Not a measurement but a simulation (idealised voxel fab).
The following is a process module called voxel self aligned vias.
220 nm wide, 5 nm square cells: that's cross-section cut.
A cross-section is written here as square cells arranged in a grid, and it is given in bands from the top down, each band taking up one or more rows of cells.
Look at the band entry: it leads with the top's height and the bottom's height in nm. Then it lists the materials left to right, with a width in nm for each. The word "edge to edge" on a single material says that material fills the band edge to edge. The word "blank" is empty space.
Heights from 0 (as-received wafer is one material below). Bottom band endless downward, as "z 0 and below".
So if you see something like "30..40" for the width, read it as the top row of the band sitting at the first number and the bottom row at the second, with every row in between moving by the same amount as the last.
A step reported as "no modification" is a step in which no cell of the cross-section changed.
Entry "Sealed internal voids". Content: empty spaces with no open connection to the top, size 8 cells or greater. Each: width x height at distance. Distance: from left edge. Unit: nm.
Note: text after step settings on the step line = simulator remark on that step.
On any step carrying a mask, the "overlay nm" setting, if present on the step's line, tells how far right of its planned place the mask lay; negative values point to the left.
Pairs, read this way: before one process step on the one hand, after it on the other, the after cross-section ending at the lowest band that changed; the step between, settings included, beneath. Same starting wafer throughout, but possibly different runs of this module, so no pair continues from the pair above unless its entry headed "Before the step" says so.
## Before the step
* z 0 and below = Si edge to edge
* Sealed internal voids: none
## State After Step
* z 10 to 0 = SiO2 edge to edge
* Under the height 0 nothing was changed.
* Sealed internal voids: none
Step applied between the pre-step and post-step cross-sections shown above: CONFORMAL_DEP, material SiO2, thk nm 10
Before the step: the cross-section after the pair above
## State After Step
* z 15 to 10 = SiCN edge to edge
* Under the height 10 nothing was changed.
* Sealed internal voids: none
Step applied between the pre-step and post-step cross-sections shown above: CONFORMAL_DEP, material SiCN, thk nm 5
Before the step: the cross-section after the pair above
## State After Step
* z 40 to 15 = SiO2 edge to edge
* Under the height 15 nothing was changed.
* Sealed internal voids: none
Step applied between the pre-step and post-step cross-sections shown above: DIRECTIONAL_DEP, material SiO2, thk nm 25
Before the step: the cross-section after the pair above
## State After Step
* z 40 to 15 = SiO2 35 nm, then blank 30 nm, then SiO2 30 nm, then blank 30 nm, then SiO2 30 nm, then blank 30 nm, then SiO2 35 nm
* Under the height 15 nothing was changed.
* Sealed internal voids: none
Step applied between the pre-step and post-step cross-sections shown above: MASKED_ETCH, tone open, mask id LINES, width nm 30, pitch nm 60, etch materials SiO2, depth nm 25, overlay nm 0
Before the step: the cross-section after the pair above
## State After Step
* z 45 to 40 = TiN 40 nm, then blank 20 nm, then TiN 40 nm, then blank 20 nm, then TiN 40 nm, then blank 20 nm, then TiN 40 nm
* z 40 to 20 = SiO2 35 nm, then TiN 5 nm, then blank 20 nm, then TiN 5 nm, then SiO2 30 nm, then TiN 5 nm, then blank 20 nm, then TiN 5 nm, then SiO2 30 nm, then TiN 5 nm, then blank 20 nm, then TiN 5 nm, then SiO2 35 nm
* z 20 to 15 = SiO2 35 nm, then TiN 30 nm, then SiO2 30 nm, then TiN 30 nm, then SiO2 30 nm, then TiN 30 nm, then SiO2 35 nm
* Under the height 15 nothing was changed.
* Sealed internal voids: none
Step applied between the pre-step and post-step cross-sections shown above: CONFORMAL_DEP, material TiN, thk nm 5
Before the step: the cross-section after the pair above
## State After Step
* z 55 to 45 = W edge to edge
* z 45 to 40 = TiN 40 nm, then W 20 nm, then TiN 40 nm, then W 20 nm, then TiN 40 nm, then W 20 nm, then TiN 40 nm
* z 40 to 20 = SiO2 35 nm, then TiN 5 nm, then W 20 nm, then TiN 5 nm, then SiO2 30 nm, then TiN 5 nm, then W 20 nm, then TiN 5 nm, then SiO2 30 nm, then TiN 5 nm, then W 20 nm, then TiN 5 nm, then SiO2 35 nm
* Under the height 20 nothing was changed.
* Sealed internal voids: none
Step applied between the pre-step and post-step cross-sections shown above: FILL_DEP, material W, thk nm 10
Before the step: the cross-section after the pair above
## State After Step
* z 40 to 20 = SiO2 35 nm, then TiN 5 nm, then W 20 nm, then TiN 5 nm, then SiO2 30 nm, then TiN 5 nm, then W 20 nm, then TiN 5 nm, then SiO2 30 nm, then TiN 5 nm, then W 20 nm, then TiN 5 nm, then SiO2 35 nm
* Under the height 20 nothing was changed.
* Sealed internal voids: none
Step applied between the pre-step and post-step cross-sections shown above: CMP, height nm 40
Before the step: the cross-section after the pair above
## State After Step
* z 40 to 30 = SiO2 35 nm, then blank 30 nm, then SiO2 30 nm, then blank 30 nm, then SiO2 30 nm, then blank 30 nm, then SiO2 35 nm
* Under the height 30 nothing was changed.
* Sealed internal voids: none
Step applied between the pre-step and post-step cross-sections shown above: SELECTIVE_ETCH, etch materials W Ru TiN, depth nm 10
Before the step: the cross-section after the pair above
## State After Step
* z 45 to 40 = SiN edge to edge
* z 40 to 30 = SiO2 35 nm, then SiN 30 nm, then SiO2 30 nm, then SiN 30 nm, then SiO2 30 nm, then SiN 30 nm, then SiO2 35 nm
* Under the height 30 nothing was changed.
* Sealed internal voids: none
Step applied between the pre-step and post-step cross-sections shown above: FILL_DEP, material SiN, thk nm 5
Before the step: the cross-section after the pair above
## State After Step
* z 40 to 30 = SiO2 35 nm, then SiN 30 nm, then SiO2 30 nm, then SiN 30 nm, then SiO2 30 nm, then SiN 30 nm, then SiO2 35 nm
* Under the height 30 nothing was changed.
* Sealed internal voids: none
Step applied between the pre-step and post-step cross-sections shown above: CMP, height nm 40
Before the step: the cross-section after the pair above
## State After Step
* z 60 to 40 = SiO2 edge to edge
* Under the height 40 nothing was changed.
* Sealed internal voids: none
Step applied between the pre-step and post-step cross-sections shown above: DIRECTIONAL_DEP, material SiO2, thk nm 20
Before the step: the cross-section after the pair above
## State After Step
* z 75 to 60 = aC edge to edge
* Under the height 60 nothing was changed.
* Sealed internal voids: none
Step applied between the pre-step and post-step cross-sections shown above: DIRECTIONAL_DEP, material aC, thk nm 15
Before the step: the cross-section after the pair above
## State After Step
* z 105 to 75 = resist 30 nm, then blank 40 nm, then resist 80 nm, then blank 40 nm, then resist 30 nm
* Under the height 75 nothing was changed.
* Sealed internal voids: none
Step applied between the pre-step and post-step cross-sections shown above: PATTERN, tone open, mask id VIAS, material resist, width nm 40, pitch nm 120, thk nm 30, overlay nm 0
Before the step: the cross-section after the pair above
## State After Step
* z 90 to 75 = resist 30 nm, then blank 40 nm, then resist 80 nm, then blank 40 nm, then resist 30 nm
* z 75 to 60 = aC 30 nm, then blank 40 nm, then aC 80 nm, then blank 40 nm, then aC 30 nm
* Under the height 60 nothing was changed.
* Sealed internal voids: none
Step applied between the pre-step and post-step cross-sections shown above: DIRECTIONAL_ETCH, etch materials aC, depth nm 15
Before the step: the cross-section after the pair above
## State After Step
* z 75 to 60 = aC 30 nm, then blank 40 nm, then aC 80 nm, then blank 40 nm, then aC 30 nm
* Under the height 60 nothing was changed.
* Sealed internal voids: none
Step applied between the pre-step and post-step cross-sections shown above: STRIP, etch materials resist
Before the step: the cross-section after the pair above
## State After Step
* z 75 to 60 = aC 30 nm, then blank 40 nm, then aC 80 nm, then blank 40 nm, then aC 30 nm
* z 60 to 40 = SiO2 30 nm, then blank 40 nm, then SiO2 80 nm, then blank 40 nm, then SiO2 30 nm
* Under the height 40 nothing was changed.
* Sealed internal voids: none
Step applied between the pre-step and post-step cross-sections shown above: DIRECTIONAL_ETCH, etch materials SiO2, depth nm 20
Before the step: the cross-section after the pair above
## State After Step
* z 75 to 60 = aC 30 nm, then blank 40 nm, then aC 80 nm, then blank 40 nm, then aC 30 nm
* z 60 to 40 = SiO2 30 nm, then blank 40 nm, then SiO2 80 nm, then blank 40 nm, then SiO2 30 nm
* z 40 to 30 = SiO2 35 nm, then blank 30 nm, then SiO2 30 nm, then SiN 30 nm, then SiO2 30 nm, then blank 30 nm, then SiO2 35 nm
* Under the height 30 nothing was changed.
* Sealed internal voids: none
Step applied between the pre-step and post-step cross-sections shown above: DIRECTIONAL_ETCH, etch materials SiN, depth nm 10
Before the step: the cross-section after the pair above
## State After Step
* z 60 to 40 = SiO2 30 nm, then blank 40 nm, then SiO2 80 nm, then blank 40 nm, then SiO2 30 nm
* Under the height 40 nothing was changed.
* Sealed internal voids: none
Step applied between the pre-step and post-step cross-sections shown above: STRIP, etch materials aC
Before the step: the cross-section after the pair above
## State After Step
* z 65 to 60 = TiN 35 nm, then blank 30 nm, then TiN 90 nm, then blank 30 nm, then TiN 35 nm
* z 60 to 45 = SiO2 30 nm, then TiN 5 nm, then blank 30 nm, then TiN 5 nm, then SiO2 80 nm, then TiN 5 nm, then blank 30 nm, then TiN 5 nm, then SiO2 30 nm
* z 45 to 40 = SiO2 30 nm, then TiN 10 nm, then blank 20 nm, then TiN 10 nm, then SiO2 80 nm, then TiN 10 nm, then blank 20 nm, then TiN 10 nm, then SiO2 30 nm
* z 40 to 35 = SiO2 35 nm, then TiN 5 nm, then blank 20 nm, then TiN 5 nm, then SiO2 30 nm, then SiN 30 nm, then SiO2 30 nm, then TiN 5 nm, then blank 20 nm, then TiN 5 nm, then SiO2 35 nm
* z 35 to 30 = SiO2 35 nm, then TiN 30 nm, then SiO2 30 nm, then SiN 30 nm, then SiO2 30 nm, then TiN 30 nm, then SiO2 35 nm
* Under the height 30 nothing was changed.
* Sealed internal voids: none
Step applied between the pre-step and post-step cross-sections shown above: CONFORMAL_DEP, material TiN, thk nm 5
Before the step: the cross-section after the pair above
## State After Step
* z 70 to 65 = Cu edge to edge
* z 65 to 60 = TiN 35 nm, then Cu 30 nm, then TiN 90 nm, then Cu 30 nm, then TiN 35 nm
* z 60 to 45 = SiO2 30 nm, then TiN 5 nm, then Cu 30 nm, then TiN 5 nm, then SiO2 80 nm, then TiN 5 nm, then Cu 30 nm, then TiN 5 nm, then SiO2 30 nm
* z 45 to 40 = SiO2 30 nm, then TiN 10 nm, then Cu 20 nm, then TiN 10 nm, then SiO2 80 nm, then TiN 10 nm, then Cu 20 nm, then TiN 10 nm, then SiO2 30 nm
* z 40 to 35 = SiO2 35 nm, then TiN 5 nm, then Cu 20 nm, then TiN 5 nm, then SiO2 30 nm, then SiN 30 nm, then SiO2 30 nm, then TiN 5 nm, then Cu 20 nm, then TiN 5 nm, then SiO2 35 nm
* Under the height 35 nothing was changed.
* Sealed internal voids: none
Step applied between the pre-step and post-step cross-sections shown above: FILL_DEP, material Cu, thk nm 5
Before the step: the cross-section after the pair above
## State After Step
* z 60 to 45 = SiO2 30 nm, then TiN 5 nm, then Cu 30 nm, then TiN 5 nm, then SiO2 80 nm, then TiN 5 nm, then Cu 30 nm, then TiN 5 nm, then SiO2 30 nm
* Under the height 45 nothing was changed.
* Sealed internal voids: none
Step applied between the pre-step and post-step cross-sections shown above: CMP, height nm 60
Before the step: the cross-section after the pair above
## State After Step
* z 65 to 60 = SiN edge to edge
* Under the height 60 nothing was changed.
* Sealed internal voids: none
Step applied between the pre-step and post-step cross-sections shown above: CONFORMAL_DEP, material SiN, thk nm 5
## Before the step
* z 10 to 0 = SiO2 edge to edge
* z 0 and below = Si edge to edge
* Sealed internal voids: none
## State After Step
* z 35 to 0 = SiO2 edge to edge
* Under the height 0 nothing was changed.
* Sealed internal voids: none
Step applied between the pre-step and post-step cross-sections shown above: DIRECTIONAL_DEP, material SiO2, thk nm 25
Before the step: the cross-section after the pair above
## State After Step
* z 35 to 10 = SiO2 35 nm, then blank 30 nm, then SiO2 30 nm, then blank 30 nm, then SiO2 30 nm, then blank 30 nm, then SiO2 35 nm
* Under the height 10 nothing was changed.
* Sealed internal voids: none
Step applied between the pre-step and post-step cross-sections shown above: MASKED_ETCH, tone open, mask id LINES, width nm 30, pitch nm 60, etch materials SiO2, depth nm 25, overlay nm 0
Before the step: the cross-section after the pair above
## State After Step
* z 40 to 35 = TiN 40 nm, then blank 20 nm, then TiN 40 nm, then blank 20 nm, then TiN 40 nm, then blank 20 nm, then TiN 40 nm
* z 35 to 15 = SiO2 35 nm, then TiN 5 nm, then blank 20 nm, then TiN 5 nm, then SiO2 30 nm, then TiN 5 nm, then blank 20 nm, then TiN 5 nm, then SiO2 30 nm, then TiN 5 nm, then blank 20 nm, then TiN 5 nm, then SiO2 35 nm
* z 15 to 10 = SiO2 35 nm, then TiN 30 nm, then SiO2 30 nm, then TiN 30 nm, then SiO2 30 nm, then TiN 30 nm, then SiO2 35 nm
* Under the height 10 nothing was changed.
* Sealed internal voids: none
Step applied between the pre-step and post-step cross-sections shown above: CONFORMAL_DEP, material TiN, thk nm 5
Before the step: the cross-section after the pair above
## State After Step
* z 50 to 40 = W edge to edge
* z 40 to 35 = TiN 40 nm, then W 20 nm, then TiN 40 nm, then W 20 nm, then TiN 40 nm, then W 20 nm, then TiN 40 nm
* z 35 to 15 = SiO2 35 nm, then TiN 5 nm, then W 20 nm, then TiN 5 nm, then SiO2 30 nm, then TiN 5 nm, then W 20 nm, then TiN 5 nm, then SiO2 30 nm, then TiN 5 nm, then W 20 nm, then TiN 5 nm, then SiO2 35 nm
* Under the height 15 nothing was changed.
* Sealed internal voids: none
Step applied between the pre-step and post-step cross-sections shown above: FILL_DEP, material W, thk nm 10
Before the step: the cross-section after the pair above
## State After Step
* z 40 to 35 = TiN 40 nm, then W 20 nm, then TiN 40 nm, then W 20 nm, then TiN 40 nm, then W 20 nm, then TiN 40 nm
* Under the height 35 nothing was changed.
* Sealed internal voids: none
Step applied between the pre-step and post-step cross-sections shown above: CMP, height nm 40
Before the step: the cross-section after the pair above
## State After Step
* z 35 to 30 = SiO2 35 nm, then blank 30 nm, then SiO2 30 nm, then blank 30 nm, then SiO2 30 nm, then blank 30 nm, then SiO2 35 nm
* Under the height 30 nothing was changed.
* Sealed internal voids: none
Step applied between the pre-step and post-step cross-sections shown above: SELECTIVE_ETCH, etch materials W Ru TiN, depth nm 10
Before the step: the cross-section after the pair above
## State After Step
* z 40 to 35 = SiN edge to edge
* z 35 to 30 = SiO2 35 nm, then SiN 30 nm, then SiO2 30 nm, then SiN 30 nm, then SiO2 30 nm, then SiN 30 nm, then SiO2 35 nm
* Under the height 30 nothing was changed.
* Sealed internal voids: none
Step applied between the pre-step and post-step cross-sections shown above: FILL_DEP, material SiN, thk nm 5
Before the step: the cross-section after the pair above
## State After Step
* z 60 to 40 = SiO2 edge to edge
* Under the height 40 nothing was changed.
* Sealed internal voids: none
Step applied between the pre-step and post-step cross-sections shown above: DIRECTIONAL_DEP, material SiO2, thk nm 20
Before the step: the cross-section after the pair above
## State After Step
* z 75 to 60 = aC edge to edge
* Under the height 60 nothing was changed.
* Sealed internal voids: none
Step applied between the pre-step and post-step cross-sections shown above: DIRECTIONAL_DEP, material aC, thk nm 15
Before the step: the cross-section after the pair above
## State After Step
* z 105 to 75 = resist 30 nm, then blank 40 nm, then resist 80 nm, then blank 40 nm, then resist 30 nm
* Under the height 75 nothing was changed.
* Sealed internal voids: none
Step applied between the pre-step and post-step cross-sections shown above: PATTERN, tone open, mask id VIAS, material resist, width nm 40, pitch nm 120, thk nm 30, overlay nm 0
Before the step: the cross-section after the pair above
## State After Step
* z 90 to 75 = resist 30 nm, then blank 40 nm, then resist 80 nm, then blank 40 nm, then resist 30 nm
* z 75 to 60 = aC 30 nm, then blank 40 nm, then aC 80 nm, then blank 40 nm, then aC 30 nm
* Under the height 60 nothing was changed.
* Sealed internal voids: none
Step applied between the pre-step and post-step cross-sections shown above: DIRECTIONAL_ETCH, etch materials aC, depth nm 15
Before the step: the cross-section after the pair above
## State After Step
* z 75 to 60 = aC 30 nm, then blank 40 nm, then aC 80 nm, then blank 40 nm, then aC 30 nm
* Under the height 60 nothing was changed.
* Sealed internal voids: none
Step applied between the pre-step and post-step cross-sections shown above: STRIP, etch materials resist
Before the step: the cross-section after the pair above
## State After Step
* z 75 to 60 = aC 30 nm, then blank 40 nm, then aC 80 nm, then blank 40 nm, then aC 30 nm
* z 60 to 40 = SiO2 30 nm, then blank 40 nm, then SiO2 80 nm, then blank 40 nm, then SiO2 30 nm
* Under the height 40 nothing was changed.
* Sealed internal voids: none
Step applied between the pre-step and post-step cross-sections shown above: DIRECTIONAL_ETCH, etch materials SiO2, depth nm 20
Before the step: the cross-section after the pair above
## State After Step
* z 75 to 60 = aC 30 nm, then blank 40 nm, then aC 80 nm, then blank 40 nm, then aC 30 nm
* z 60 to 40 = SiO2 30 nm, then blank 40 nm, then SiO2 80 nm, then blank 40 nm, then SiO2 30 nm
* z 40 to 35 = SiN 30 nm, then blank 40 nm, then SiN 80 nm, then blank 40 nm, then SiN 30 nm
* z 35 to 30 = SiO2 35 nm, then blank 30 nm, then SiO2 30 nm, then SiN 30 nm, then SiO2 30 nm, then blank 30 nm, then SiO2 35 nm
* Under the height 30 nothing was changed.
* Sealed internal voids: none
Step applied between the pre-step and post-step cross-sections shown above: DIRECTIONAL_ETCH, etch materials SiN, depth nm 10
Before the step: the cross-section after the pair above
## State After Step
* z 60 to 40 = SiO2 30 nm, then blank 40 nm, then SiO2 80 nm, then blank 40 nm, then SiO2 30 nm
* Under the height 40 nothing was changed.
* Sealed internal voids: none
Step applied between the pre-step and post-step cross-sections shown above: STRIP, etch materials aC
Before the step: the cross-section after the pair above
## State After Step
* z 65 to 60 = TiN 35 nm, then blank 30 nm, then TiN 90 nm, then blank 30 nm, then TiN 35 nm
* z 60 to 40 = SiO2 30 nm, then TiN 5 nm, then blank 30 nm, then TiN 5 nm, then SiO2 80 nm, then TiN 5 nm, then blank 30 nm, then TiN 5 nm, then SiO2 30 nm
* z 40 to 35 = SiN 30 nm, then TiN 10 nm, then blank 20 nm, then TiN 10 nm, then SiN 80 nm, then TiN 10 nm, then blank 20 nm, then TiN 10 nm, then SiN 30 nm
* z 35 to 30 = SiO2 35 nm, then TiN 30 nm, then SiO2 30 nm, then SiN 30 nm, then SiO2 30 nm, then TiN 30 nm, then SiO2 35 nm
* Under the height 30 nothing was changed.
* Sealed internal voids: none
Step applied between the pre-step and post-step cross-sections shown above: CONFORMAL_DEP, material TiN, thk nm 5
Before the step: the cross-section after the pair above
## State After Step
* z 70 to 65 = Cu edge to edge
* z 65 to 60 = TiN 35 nm, then Cu 30 nm, then TiN 90 nm, then Cu 30 nm, then TiN 35 nm
* z 60 to 40 = SiO2 30 nm, then TiN 5 nm, then Cu 30 nm, then TiN 5 nm, then SiO2 80 nm, then TiN 5 nm, then Cu 30 nm, then TiN 5 nm, then SiO2 30 nm
* z 40 to 35 = SiN 30 nm, then TiN 10 nm, then Cu 20 nm, then TiN 10 nm, then SiN 80 nm, then TiN 10 nm, then Cu 20 nm, then TiN 10 nm, then SiN 30 nm
* Under the height 35 nothing was changed.
* Sealed internal voids: none
Step applied between the pre-step and post-step cross-sections shown above: FILL_DEP, material Cu, thk nm 5
Before the step: the cross-section after the pair above
## State After Step
* z 60 to 40 = SiO2 30 nm, then TiN 5 nm, then Cu 30 nm, then TiN 5 nm, then SiO2 80 nm, then TiN 5 nm, then Cu 30 nm, then TiN 5 nm, then SiO2 30 nm
* Under the height 40 nothing was changed.
* Sealed internal voids: none
Step applied between the pre-step and post-step cross-sections shown above: CMP, height nm 60
Before the step: the cross-section after the pair above
## State After Step
* z 65 to 60 = SiN edge to edge
* Under the height 60 nothing was changed.
* Sealed internal voids: none
Step applied between the pre-step and post-step cross-sections shown above: CONFORMAL_DEP, material SiN, thk nm 5
## Before the step
* z 75 to 60 = aC 30 nm, then blank 40 nm, then aC 80 nm, then blank 40 nm, then aC 30 nm
* z 60 to 40 = SiO2 30 nm, then blank 40 nm, then SiO2 80 nm, then blank 40 nm, then SiO2 30 nm
* z 40 to 30 = SiO2 35 nm, then SiN 30 nm, then SiO2 30 nm, then SiN 30 nm, then SiO2 30 nm, then SiN 30 nm, then SiO2 35 nm
* z 30 to 20 = SiO2 35 nm, then TiN 5 nm, then W 20 nm, then TiN 5 nm, then SiO2 30 nm, then TiN 5 nm, then W 20 nm, then TiN 5 nm, then SiO2 30 nm, then TiN 5 nm, then W 20 nm, then TiN 5 nm, then SiO2 35 nm
* z 20 to 15 = SiO2 35 nm, then TiN 30 nm, then SiO2 30 nm, then TiN 30 nm, then SiO2 30 nm, then TiN 30 nm, then SiO2 35 nm
* z 15 to 10 = SiCN edge to edge
* z 10 to 0 = SiO2 edge to edge
* z 0 and below = Si edge to edge
* Sealed internal voids: none
## State After Step
* z 75 to 60 = aC 30 nm, then blank 40 nm, then aC 80 nm, then blank 40 nm, then aC 30 nm
* z 60 to 40 = SiO2 30 nm, then blank 40 nm, then SiO2 80 nm, then blank 40 nm, then SiO2 30 nm
* z 40 to 30 = SiO2 30 nm, then blank 5 nm, then SiN 30 nm, then blank 5 nm, then SiO2 25 nm, then SiN 30 nm, then SiO2 25 nm, then blank 5 nm, then SiN 30 nm, then blank 5 nm, then SiO2 30 nm
* z 30 to 20 = SiO2 30 nm, then blank 5 nm, then TiN 5 nm, then W 20 nm, then TiN 5 nm, then blank 5 nm, then SiO2 25 nm, then TiN 5 nm, then W 20 nm, then TiN 5 nm, then SiO2 25 nm, then blank 5 nm, then TiN 5 nm, then W 20 nm, then TiN 5 nm, then blank 5 nm, then SiO2 30 nm
* Under the height 20 nothing was changed.
* Sealed internal voids: none
Step applied between the pre-step and post-step cross-sections shown above: DIRECTIONAL_ETCH, etch materials SiO2, depth nm 20
Before the step: the cross-section after the pair above
## State After Step
* z 75 to 60 = aC 30 nm, then blank 40 nm, then aC 80 nm, then blank 40 nm, then aC 30 nm
* z 60 to 40 = SiO2 30 nm, then blank 40 nm, then SiO2 80 nm, then blank 40 nm, then SiO2 30 nm
* z 40 to 30 = SiO2 30 nm, then blank 40 nm, then SiO2 25 nm, then SiN 30 nm, then SiO2 25 nm, then blank 40 nm, then SiO2 30 nm
* Under the height 30 nothing was changed.
* Sealed internal voids: none
Step applied between the pre-step and post-step cross-sections shown above: DIRECTIONAL_ETCH, etch materials SiN, depth nm 10
Before the step: the cross-section after the pair above
## State After Step
* z 60 to 40 = SiO2 30 nm, then blank 40 nm, then SiO2 80 nm, then blank 40 nm, then SiO2 30 nm
* Under the height 40 nothing was changed.
* Sealed internal voids: none
Step applied between the pre-step and post-step cross-sections shown above: STRIP, etch materials aC
Before the step: the cross-section after the pair above
## State After Step
* z 65 to 60 = TiN 35 nm, then blank 30 nm, then TiN 90 nm, then blank 30 nm, then TiN 35 nm
* z 60 to 40 = SiO2 30 nm, then TiN 5 nm, then blank 30 nm, then TiN 5 nm, then SiO2 80 nm, then TiN 5 nm, then blank 30 nm, then TiN 5 nm, then SiO2 30 nm
* z 40 to 35 = SiO2 30 nm, then TiN 5 nm, then blank 30 nm, then TiN 5 nm, then SiO2 25 nm, then SiN 30 nm, then SiO2 25 nm, then TiN 5 nm, then blank 30 nm, then TiN 5 nm, then SiO2 30 nm
* z 35 to 30 = SiO2 30 nm, then TiN 40 nm, then SiO2 25 nm, then SiN 30 nm, then SiO2 25 nm, then TiN 40 nm, then SiO2 30 nm
* z 30 to 20 = SiO2 30 nm, then TiN 10 nm, then W 20 nm, then TiN 10 nm, then SiO2 25 nm, then TiN 5 nm, then W 20 nm, then TiN 5 nm, then SiO2 25 nm, then TiN 10 nm, then W 20 nm, then TiN 10 nm, then SiO2 30 nm
* Under the height 20 nothing was changed.
* Sealed internal voids: none
Step applied between the pre-step and post-step cross-sections shown above: CONFORMAL_DEP, material TiN, thk nm 5
Before the step: the cross-section after the pair above
## State After Step
* z 70 to 65 = Cu edge to edge
* z 65 to 60 = TiN 35 nm, then Cu 30 nm, then TiN 90 nm, then Cu 30 nm, then TiN 35 nm
* z 60 to 40 = SiO2 30 nm, then TiN 5 nm, then Cu 30 nm, then TiN 5 nm, then SiO2 80 nm, then TiN 5 nm, then Cu 30 nm, then TiN 5 nm, then SiO2 30 nm
* z 40 to 35 = SiO2 30 nm, then TiN 5 nm, then Cu 30 nm, then TiN 5 nm, then SiO2 25 nm, then SiN 30 nm, then SiO2 25 nm, then TiN 5 nm, then Cu 30 nm, then TiN 5 nm, then SiO2 30 nm
* Under the height 35 nothing was changed.
* Sealed internal voids: none
Step applied between the pre-step and post-step cross-sections shown above: FILL_DEP, material Cu, thk nm 5
Before the step: the cross-section after the pair above
## State After Step
* z 60 to 40 = SiO2 30 nm, then TiN 5 nm, then Cu 30 nm, then TiN 5 nm, then SiO2 80 nm, then TiN 5 nm, then Cu 30 nm, then TiN 5 nm, then SiO2 30 nm
* Under the height 40 nothing was changed.
* Sealed internal voids: none
Step applied between the pre-step and post-step cross-sections shown above: CMP, height nm 60
Before the step: the cross-section after the pair above
## State After Step
* z 65 to 60 = SiN edge to edge
* Under the height 60 nothing was changed.
* Sealed internal voids: none
Step applied between the pre-step and post-step cross-sections shown above: CONFORMAL_DEP, material SiN, thk nm 5
## Before the step
* z 35 to 0 = SiO2 edge to edge
* z 0 and below = Si edge to edge
* Sealed internal voids: none
## State After Step
* z 40 to 35 = SiCN edge to edge
* Under the height 35 nothing was changed.
* Sealed internal voids: none
Step applied between the pre-step and post-step cross-sections shown above: CONFORMAL_DEP, material SiCN, thk nm 5
Before the step: the cross-section after the pair above
## State After Step
* z 45 to 40 = TiN edge to edge
* Under the height 40 nothing was changed.
* Sealed internal voids: none
Step applied between the pre-step and post-step cross-sections shown above: CONFORMAL_DEP, material TiN, thk nm 5
Before the step: the cross-section after the pair above
## State After Step
* z 55 to 45 = W edge to edge
* Under the height 45 nothing was changed.
* Sealed internal voids: none
Step applied between the pre-step and post-step cross-sections shown above: FILL_DEP, material W, thk nm 10
Before the step: the cross-section after the pair above
## State After Step
* z 40 to 35 = SiCN edge to edge
* Under the height 35 nothing was changed.
* Sealed internal voids: none
Step applied between the pre-step and post-step cross-sections shown above: CMP, height nm 40
Before the step: the cross-section after the pair above
## State After Step
* z 45 to 40 = SiN edge to edge
* Under the height 40 nothing was changed.
* Sealed internal voids: none
Step applied between the pre-step and post-step cross-sections shown above: FILL_DEP, material SiN, thk nm 5
Before the step: the cross-section after the pair above
## State After Step
* z 40 to 35 = SiCN edge to edge
* Under the height 35 nothing was changed.
* Sealed internal voids: none
Step applied between the pre-step and post-step cross-sections shown above: CMP, height nm 40
Before the step: the cross-section after the pair above
## State After Step
* z 60 to 40 = SiO2 edge to edge
* Under the height 40 nothing was changed.
* Sealed internal voids: none
Step applied between the pre-step and post-step cross-sections shown above: DIRECTIONAL_DEP, material SiO2, thk nm 20
Before the step: the cross-section after the pair above
## State After Step
* z 75 to 60 = aC edge to edge
* Under the height 60 nothing was changed.
* Sealed internal voids: none
Step applied between the pre-step and post-step cross-sections shown above: DIRECTIONAL_DEP, material aC, thk nm 15
Before the step: the cross-section after the pair above
## State After Step
* z 105 to 75 = resist 30 nm, then blank 40 nm, then resist 80 nm, then blank 40 nm, then resist 30 nm
* Under the height 75 nothing was changed.
* Sealed internal voids: none
Step applied between the pre-step and post-step cross-sections shown above: PATTERN, tone open, mask id VIAS, material resist, width nm 40, pitch nm 120, thk nm 30, overlay nm 0
Before the step: the cross-section after the pair above
## State After Step
* z 90 to 75 = resist 30 nm, then blank 40 nm, then resist 80 nm, then blank 40 nm, then resist 30 nm
* z 75 to 60 = aC 30 nm, then blank 40 nm, then aC 80 nm, then blank 40 nm, then aC 30 nm
* Under the height 60 nothing was changed.
* Sealed internal voids: none
Step applied between the pre-step and post-step cross-sections shown above: DIRECTIONAL_ETCH, etch materials aC, depth nm 15
Before the step: the cross-section after the pair above
## State After Step
* z 75 to 60 = aC 30 nm, then blank 40 nm, then aC 80 nm, then blank 40 nm, then aC 30 nm
* Under the height 60 nothing was changed.
* Sealed internal voids: none
Step applied between the pre-step and post-step cross-sections shown above: STRIP, etch materials resist
Before the step: the cross-section after the pair above
## State After Step
* z 75 to 60 = aC 30 nm, then blank 40 nm, then aC 80 nm, then blank 40 nm, then aC 30 nm
* z 60 to 40 = SiO2 30 nm, then blank 40 nm, then SiO2 80 nm, then blank 40 nm, then SiO2 30 nm
* Under the height 40 nothing was changed.
* Sealed internal voids: none
Step applied between the pre-step and post-step cross-sections shown above: DIRECTIONAL_ETCH, etch materials SiO2, depth nm 20
Before the step: the cross-section after the pair above
## State After Step
* z 60 to 40 = SiO2 30 nm, then blank 40 nm, then SiO2 80 nm, then blank 40 nm, then SiO2 30 nm
* Under the height 40 nothing was changed.
* Sealed internal voids: none
Step applied between the pre-step and post-step cross-sections shown above: STRIP, etch materials aC
Before the step: the cross-section after the pair above
## State After Step
* z 65 to 60 = TiN 35 nm, then blank 30 nm, then TiN 90 nm, then blank 30 nm, then TiN 35 nm
* z 60 to 45 = SiO2 30 nm, then TiN 5 nm, then blank 30 nm, then TiN 5 nm, then SiO2 80 nm, then TiN 5 nm, then blank 30 nm, then TiN 5 nm, then SiO2 30 nm
* z 45 to 40 = SiO2 30 nm, then TiN 40 nm, then SiO2 80 nm, then TiN 40 nm, then SiO2 30 nm
* Under the height 40 nothing was changed.
* Sealed internal voids: none
Step applied between the pre-step and post-step cross-sections shown above: CONFORMAL_DEP, material TiN, thk nm 5
Before the step: the cross-section after the pair above
## State After Step
* z 70 to 65 = Cu edge to edge
* z 65 to 60 = TiN 35 nm, then Cu 30 nm, then TiN 90 nm, then Cu 30 nm, then TiN 35 nm
* z 60 to 45 = SiO2 30 nm, then TiN 5 nm, then Cu 30 nm, then TiN 5 nm, then SiO2 80 nm, then TiN 5 nm, then Cu 30 nm, then TiN 5 nm, then SiO2 30 nm
* Under the height 45 nothing was changed.
* Sealed internal voids: none
Step applied between the pre-step and post-step cross-sections shown above: FILL_DEP, material Cu, thk nm 5
Before the step: the cross-section after the pair above
## State After Step
* z 60 to 45 = SiO2 30 nm, then TiN 5 nm, then Cu 30 nm, then TiN 5 nm, then SiO2 80 nm, then TiN 5 nm, then Cu 30 nm, then TiN 5 nm, then SiO2 30 nm
* Under the height 45 nothing was changed.
* Sealed internal voids: none
Step applied between the pre-step and post-step cross-sections shown above: CMP, height nm 60
Before the step: the cross-section after the pair above
## State After Step
* z 65 to 60 = SiN edge to edge
* Under the height 60 nothing was changed.
* Sealed internal voids: none
Step applied between the pre-step and post-step cross-sections shown above: CONFORMAL_DEP, material SiN, thk nm 5
## Before the step
* z 10 to 0 = SiO2 edge to edge
* z 0 and below = Si edge to edge
* Sealed internal voids: none
## State After Step
* z 25 to 10 = SiCN edge to edge
* Under the height 10 nothing was changed.
* Sealed internal voids: none
Step applied between the pre-step and post-step cross-sections shown above: CONFORMAL_DEP, material SiCN, thk nm 15
